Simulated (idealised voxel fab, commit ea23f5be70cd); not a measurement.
Documented hereafter: the process module known as voxel capacitor over wiring.
Each square cell in cross-section cut measures 5 nm, and the section as a whole is 155 nm wide.
For the purposes of this document, a cross-section shall be understood as a grid of square cells, specified as bands listed in top-to-bottom order, each band consisting of one or more rows of cells.
Each band's line starts with the height of the band's top and of its bottom, in nm. Then come its materials from left to right, each with its width in nm. One material with "throughout" fills the band from edge to edge. "blank" is empty space.
Heights are reckoned from 0. Under this level, the received wafer is all of one material. The bottommost band is open-ended downward, for example "top 0, no bottom".
So if you see something like "30..40" for the width, read it as the top row of the band sitting at the first number and the bottom row at the second, with every row in between moving by the same amount as the last.
No cell of the cross-section changed in a step that is given as "nothing changed".
In "Catalogued sealed voids" the enclosed voids are listed, meaning empty spaces of 8 cells or larger without any opening to the top. The form is width x height at distance, distance from the left edge, units nm.
What comes after the settings on a step's line is commentary from the simulator itself on that step.
A step's line can hold "overlay nm"; with a mask on that step, the setting says how far right of the planned place the mask lay, while a negative setting says it lay to the left.

## The process steps that were planned are listed below
1 op RECEIVE | material Si
2 op CONFORMAL_DEP | material SiO2 | thk nm 15
3 op DIRECTIONAL_DEP | material TiN | thk nm 5
4 op DIRECTIONAL_DEP | material Ru | thk nm 15
5 op DIRECTIONAL_DEP | material aC | thk nm 15
6 op PATTERN | tone cover | mask id METAL_1 | material resist | width nm 25 | pitch nm 95 | thk nm 35 | overlay nm 0
7 op DIRECTIONAL_ETCH | etch materials aC | depth nm 15
8 op STRIP | etch materials resist
9 op DIRECTIONAL_ETCH | etch materials Ru | depth nm 15
10 op DIRECTIONAL_ETCH | etch materials TiN | depth nm 5
11 op STRIP | etch materials aC
12 op CONFORMAL_DEP | material SiCN | thk nm 5
13 op FILL_DEP | material lowk | thk nm 10
14 op CMP | height nm 35
15 op CONFORMAL_DEP | material SiCN | thk nm 5
16 op DIRECTIONAL_DEP | material SiO2 | thk nm 20
17 op DIRECTIONAL_DEP | material aC | thk nm 10
18 op PATTERN | tone open | mask id PLUG_1 | material resist | width nm 15 | thk nm 25 | overlay nm 0
19 op DIRECTIONAL_ETCH | etch materials aC | depth nm 10
20 op STRIP | etch materials resist
21 op DIRECTIONAL_ETCH | etch materials SiO2 | depth nm 20
22 op DIRECTIONAL_ETCH | etch materials SiCN | depth nm 5
23 op STRIP | etch materials aC
24 op EPI | material Ru | thk nm 10
25 op EPI | material Ru | thk nm 10
26 op EPI | material Ru | thk nm 5
27 op DIRECTIONAL_DEP | material TiN | thk nm 10
28 op DIRECTIONAL_DEP | material Al2O3 | thk nm 5
29 op DIRECTIONAL_DEP | material TiN | thk nm 10
30 op PATTERN | tone cover | mask id UPPER_PLATE | material resist | width nm 75 | thk nm 15 | overlay nm 0
31 op DIRECTIONAL_ETCH | etch materials TiN | depth nm 10
32 op DIRECTIONAL_ETCH | etch materials Al2O3 | depth nm 5
33 op STRIP | etch materials resist
34 op DIRECTIONAL_DEP | material aC | thk nm 10
35 op PATTERN | tone cover | mask id LOWER_PLATE | material resist | width nm 85 | thk nm 30 | overlay nm 0
36 op DIRECTIONAL_ETCH | etch materials aC | depth nm 10
37 op STRIP | etch materials resist
38 op DIRECTIONAL_ETCH | etch materials TiN | depth nm 10
39 op STRIP | etch materials aC
40 op FILL_DEP | material SiO2 | thk nm 15
41 op CMP | height nm 95
42 op MASKED_ETCH | tone open | mask id PLUG_2 | width nm 15 | etch materials SiO2 | depth nm 10 | overlay nm 0
43 op CONFORMAL_DEP | material TiN | thk nm 5
44 op FILL_DEP | material W | thk nm 5
45 op CMP | height nm 95
46 op CONFORMAL_DEP | material SiCN | thk nm 5

## As-received wafer cross-section (after step 1)
    top 0, no bottom | Si throughout
    Catalogued sealed voids: none

## The first of the two wafers as seen in cross-section once the module was finished; processing followed the plan
    top 100, bottom 95 | SiCN throughout
    top 95, bottom 90 | SiO2 35 / TiN 5 / W 5 / TiN 5 / SiO2 105
    top 90, bottom 85 | SiO2 35 / TiN 15 / SiO2 105
    top 85, bottom 75 | SiO2 25 / TiN 75 / SiO2 55
    top 75, bottom 70 | SiO2 25 / Al2O3 75 / SiO2 55
    top 70, bottom 60 | SiO2 20 / TiN 85 / SiO2 50
    top 60, bottom 40 | SiO2 25 / Ru 15 / SiO2 115
    top 40, bottom 35 | SiCN 25 / Ru 15 / SiCN 115
    top 35, bottom 20 | lowk 10 / SiCN 5 / Ru 25 / SiCN 5 / lowk 60 / SiCN 5 / Ru 25 / SiCN 5 / lowk 15
    top 20, bottom 15 | SiCN 15 / TiN 25 / SiCN 70 / TiN 25 / SiCN 20
    top 15, bottom 0 | SiO2 throughout
    top 0, no bottom | Si throughout
    Catalogued sealed voids: none

## Cross-sectional view: second of two wafers, end of module; start and plan identical to the first, one mistake in running
    top 100, bottom 95 | SiCN throughout
    top 95, bottom 90 | SiO2 35 / TiN 5 / W 5 / TiN 5 / SiO2 105
    top 90, bottom 85 | SiO2 35 / TiN 15 / SiO2 105
    top 85, bottom 75 | SiO2 40 / TiN 60 / SiO2 55
    top 75, bottom 70 | SiO2 25 / TiN 15 / Al2O3 60 / SiO2 55
    top 70, bottom 65 | SiO2 20 / TiN 85 / SiO2 50
    top 65, bottom 60 | SiO2 20 / TiN 5 / Al2O3 15 / TiN 65 / SiO2 50
    top 60, bottom 50 | SiO2 25 / TiN 15 / SiO2 115
    top 50, bottom 40 | SiO2 25 / Ru 15 / SiO2 115
    top 40, bottom 35 | SiCN 25 / Ru 15 / SiCN 115
    top 35, bottom 20 | lowk 10 / SiCN 5 / Ru 25 / SiCN 5 / lowk 60 / SiCN 5 / Ru 25 / SiCN 5 / lowk 15
    top 20, bottom 15 | SiCN 15 / TiN 25 / SiCN 70 / TiN 25 / SiCN 20
    top 15, bottom 0 | SiO2 throughout
    top 0, no bottom | Si throughout
    Catalogued sealed voids: none
Which mistake was made when the wafer was run? one of the identical steps 24 and 25 was dropped, though which cannot be ascertained
The final cell counts differ between the wafers, with the second having more or fewer of some materials than the first: 6 fewer of Ru | 6 more of SiO2
